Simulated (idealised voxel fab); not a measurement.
The document below concerns the process module designated voxel released beams.
Xsec cut, 205 nm wide, square cell size 5 nm.
Reading order for cross-sections: top band down to bottom band. Underlying form: a grid of square cells. Band size: one or more rows of cells.
It is stipulated that each band's entry specify, in nanometres, the height of the top of the band and then that of its bottom, followed by the materials of the band in left-to-right sequence, each together with its width in nanometres. A single material marked by the word "everywhere" is understood to fill the band from edge to edge; the word "air" is understood to denote empty space.
Height is counted from the level 0, under which the received wafer is composed throughout of one material. The lowest of the bands is not closed at the bottom but continues downward, in the notation "top 0, no bottom".
The two numbers in a width such as "30..40" mark its ends across the band: the first belongs to the top row of cells, the second to the bottom row, and from each row to the next the width moves by the same amount.
"nothing was modified" -> step changed no cross-section cell.
Heads up: "Catalogued sealed voids" only lists the empty pockets with no open path to the top that are 8 cells or more, and it writes them as width x height at distance, distance from the left edge, in nm.
Note: text after step settings on the step line = simulator remark on that step.
overlay nm: step with mask; distance mask lay right of planned place; negative value = left of planned place.
### Here's what the planned process steps look like
1 RECEIVE | material Si
2 CONFORMAL_DEP | material SiN | thk nm 5
3 DIRECTIONAL_DEP | material SiO2 | thk nm 20
4 MASKED_ETCH | tone open | mask id ANCHOR | width nm 45 | etch materials SiO2 | depth nm 20 | overlay nm 0
5 CONFORMAL_DEP | material W | thk nm 15
6 DIRECTIONAL_DEP | material aC | thk nm 15
7 PATTERN | tone cover | mask id BEAM | material resist | width nm 120 | thk nm 35 | overlay nm 0
8 DIRECTIONAL_ETCH | etch materials aC | depth nm 15
9 STRIP | etch materials resist
10 DIRECTIONAL_ETCH | etch materials W | depth nm 15
11 STRIP | etch materials aC
12 STRIP | etch materials SiO2
### Cross-section of the wafer as it came to us, i.e., already through step 1
  top 0, no bottom: Si everywhere
  Catalogued sealed voids: none
### Here's the cross-section of the first of our two wafers at the end of the module - it ran as planned
  top 40, bottom 25: 40 air | 20 W | 15 air | 85 W | 45 air
  top 25, bottom 20: 45 air | 15 W | 15 air | 15 W | 115 air
  top 20, bottom 5: 45 air | 45 W | 115 air
  top 5, bottom 0: SiN everywhere
  top 0, no bottom: Si everywhere
  Catalogued sealed voids: none
### End-of-module cross-section of the second wafer: identical starting point and process plan to the first, with one processing mistake
  top 40, bottom 25: 50 air | 10 W | 15 air | 95 W | 35 air
  top 25, bottom 20: 45 air | 15 W | 15 air | 15 W | 115 air
  top 20, bottom 5: 45 air | 45 W | 115 air
  top 5, bottom 0: SiN everywhere
  top 0, no bottom: Si everywhere
  Catalogued sealed voids: none
What broke from the plan during processing? step 7 ran with different settings than intended, the actual operation and settings being PATTERN | tone cover | mask id BEAM | material resist | width nm 120 | thk nm 35 | overlay nm 10
at the end the second wafer has, in cells: as many of each material as the first, in other places
